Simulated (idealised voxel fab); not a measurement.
process module | voxel released beams
cross-section cut | 285 nm wide | cells 5 nm
A cross-section is a grid of square cells, given in bands from the top down. A band is one or more rows of cells.
Each band's line starts with the height of the band's top and of its bottom, in nm. Then come its materials from left to right, each with its width in nm. One material with "throughout" fills the band from edge to edge. "air" is empty space.
Height 0 is the level under which the wafer as received is all one material. The lowest band goes on downwards, as in "0 down".
A width such as "30 to 40" changes by the same amount from each row of cells to the next, from the band's top row to its bottom row.
"no change" after a step means that no cell of the cross-section changed.
closed voids: empty space of 8 cells or more with no open way to the top, each as width x height at its distance from the left edge, in nm
after a step's settings: what the simulator itself notes on the step
overlay nm, on a step with a mask: how far to the right of its planned place the mask lay; to the left if negative
plan
1 op RECEIVE | material Si
2 op CONFORMAL_DEP | material SiN | thk nm 5
3 op DIRECTIONAL_DEP | material SiO2 | thk nm 20
4 op MASKED_ETCH | tone open | mask id ANCHOR | width nm 45 | etch materials SiO2 | depth nm 20 | overlay nm 0
5 op CONFORMAL_DEP | material polySi | thk nm 15
6 op DIRECTIONAL_DEP | material aC | thk nm 10
7 op PATTERN | tone cover | mask id BEAM | material resist | width nm 95 | thk nm 30 | overlay nm 0
8 op DIRECTIONAL_ETCH | etch materials aC | depth nm 10
9 op STRIP | etch materials resist
10 op DIRECTIONAL_ETCH | etch materials polySi | depth nm 15
11 op STRIP | etch materials aC
12 op STRIP | etch materials SiO2
as received, after step 1
  0 down: Si throughout
  closed voids: none
a wafer at the end: this start, this plan, one mistake
  40 to 25: air 90 | polySi 65 | air 130
  25 to 20: air 80 | polySi 15 | SiO2 45 | polySi 15 | air 130
  20 to 5: air 80 | polySi 15 | SiO2 45 | polySi 45 | air 100
  5 to 0: SiN throughout
  0 down: Si throughout
  closed voids: none
what went wrong: step 4 ran as: op MASKED_ETCH | tone cover | mask id ANCHOR | width nm 45 | etch materials SiO2 | depth nm 20 | overlay nm 0
